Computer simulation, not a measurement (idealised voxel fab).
Process module under the name voxel released beams
Section shown: cut. Width: 205 nm. Cell size: 5 nm, square.
If you're reading a cross-section in this doc, picture square cells in a grid; it comes to you as bands, top ones listed first down to the bottom, and a band can be one or more rows of cells. Heights first: top, then bottom, in nm. Then materials, left to right, each with a width in nm. "everywhere" on a single material: fills the band edge to edge. "air": empty space. Note: height 0 marks the level under which the wafer is uniformly one material as received. Lowest band unbounded below, written "z 0 and below". Graded width ("30 to 40"): value in top row of band = first number; value in bottom row = second number; row-to-row change constant. The designation "no alteration", where it is given for a processing step, indicates that no cell of the cross-section was altered in the course of that step. In the "Enclosed internal voids" entry, you get each enclosed empty space of 8 cells or more, one with no open way to the top, written width x height at distance, distance from the left edge, in nm. Step line, after settings: the simulator's comment on this step. overlay nm: step with mask; distance mask lay right of planned place; negative value = left of planned place.
Intended process steps:
1) RECEIVE [material Si]
2) CONFORMAL_DEP [material Al2O3] [thk nm 10]
3) DIRECTIONAL_DEP [material SiO2] [thk nm 20]
4) PATTERN [tone open] [mask id ANCHOR] [material resist] [width nm 35] [thk nm 20] [overlay nm 0]
5) DIRECTIONAL_ETCH [etch materials SiO2] [depth nm 20]
6) STRIP [etch materials resist]
7) CONFORMAL_DEP [material SiN] [thk nm 10]
8) PATTERN [tone cover] [mask id BEAM] [material resist] [width nm 110] [thk nm 15] [overlay nm 0]
9) DIRECTIONAL_ETCH [etch materials SiN] [depth nm 10]
10) STRIP [etch materials resist]
11) STRIP [etch materials SiO2]
First out of two wafers; run went to plan:
As-received state of the wafer in cross-section, equivalent to post-step 1:
	z 0 and below  Si everywhere
	Enclosed internal voids: none
State of the wafer after step 2, shown in cross-section:
	z 10 to 0  Al2O3 everywhere
	No changes below 0.
State of the wafer after step 3, shown in cross-section:
	z 30 to 10  SiO2 everywhere
	No changes below 10.
State of the wafer after step 4, shown in cross-section:
	z 50 to 30  resist=50 | air=35 | resist=120
	No changes below 30.
State of the wafer after step 5, shown in cross-section:
	z 50 to 30  resist=50 | air=35 | resist=120
	z 30 to 10  SiO2=50 | air=35 | SiO2=120
	No changes below 10.
State of the wafer after step 6, shown in cross-section:
	z 30 to 10  SiO2=50 | air=35 | SiO2=120
	No changes below 10.
State of the wafer after step 7, shown in cross-section:
	z 40 to 30  SiN=60 | air=15 | SiN=130
	z 30 to 20  SiO2=50 | SiN=10 | air=15 | SiN=10 | SiO2=120
	z 20 to 10  SiO2=50 | SiN=35 | SiO2=120
	No changes below 10.
State of the wafer after step 8, shown in cross-section:
	z 55 to 40  air=45 | resist=110 | air=50
	z 40 to 30  SiN=60 | resist=15 | SiN=130
	z 30 to 20  SiO2=50 | SiN=10 | resist=15 | SiN=10 | SiO2=120
	No changes below 20.
State of the wafer after step 9, shown in cross-section:
	z 55 to 40  air=45 | resist=110 | air=50
	z 40 to 30  air=45 | SiN=15 | resist=15 | SiN=80 | air=50
	No changes below 30.
State of the wafer after step 10, shown in cross-section:
	z 40 to 30  air=45 | SiN=15 | air=15 | SiN=80 | air=50
	z 30 to 20  SiO2=50 | SiN=10 | air=15 | SiN=10 | SiO2=120
	No changes below 20.
State of the wafer after step 11, shown in cross-section:
	z 40 to 30  air=45 | SiN=15 | air=15 | SiN=80 | air=50
	z 30 to 20  air=50 | SiN=10 | air=15 | SiN=10 | air=120
	z 20 to 10  air=50 | SiN=35 | air=120
	No changes below 10.
The second wafer was prepared from the same starting point and under the same plan as the first; its processing contained one mistake, and it remains indistinguishable from the first wafer up to and including step 3:
The second wafer in cross-section, at the planned close of step 4:
	z 50 to 30  air=50 | resist=35 | air=120
	No changes below 30.
The second wafer in cross-section, at the planned close of step 5:
	z 50 to 30  air=50 | resist=35 | air=120
	z 30 to 10  air=50 | SiO2=35 | air=120
	No changes below 10.
The second wafer in cross-section, at the planned close of step 6:
	z 30 to 10  air=50 | SiO2=35 | air=120
	No changes below 10.
The second wafer in cross-section, at the planned close of step 7:
	z 40 to 30  air=40 | SiN=55 | air=110
	z 30 to 20  air=40 | SiN=10 | SiO2=35 | SiN=10 | air=110
	z 20 to 10  SiN=50 | SiO2=35 | SiN=120
	No changes below 10.
The second wafer in cross-section, at the planned close of step 8:
	z 55 to 40  air=45 | resist=110 | air=50
	z 40 to 30  air=40 | SiN=55 | resist=60 | air=50
	z 30 to 20  air=40 | SiN=10 | SiO2=35 | SiN=10 | resist=60 | air=50
	No changes below 20.
The second wafer in cross-section, at the planned close of step 9:
	z 55 to 40  air=45 | resist=110 | air=50
	z 40 to 30  air=45 | SiN=50 | resist=60 | air=50
	z 30 to 20  air=40 | SiN=10 | SiO2=35 | SiN=10 | resist=60 | air=50
	z 20 to 10  air=40 | SiN=10 | SiO2=35 | SiN=70 | air=50
	No changes below 10.
The second wafer in cross-section, at the planned close of step 10:
	z 40 to 30  air=45 | SiN=50 | air=110
	z 30 to 20  air=40 | SiN=10 | SiO2=35 | SiN=10 | air=110
	No changes below 20.
The second wafer in cross-section, at the planned close of step 11: no alteration
Against the plan, the run slipped here: step 4 went in with a setting other than planned; the actual run was PATTERN [tone cover] [mask id ANCHOR] [material resist] [width nm 35] [thk nm 20] [overlay nm 0]
Final difference in cells, second wafer against first, listed per material as more or fewer: SiO2 +28
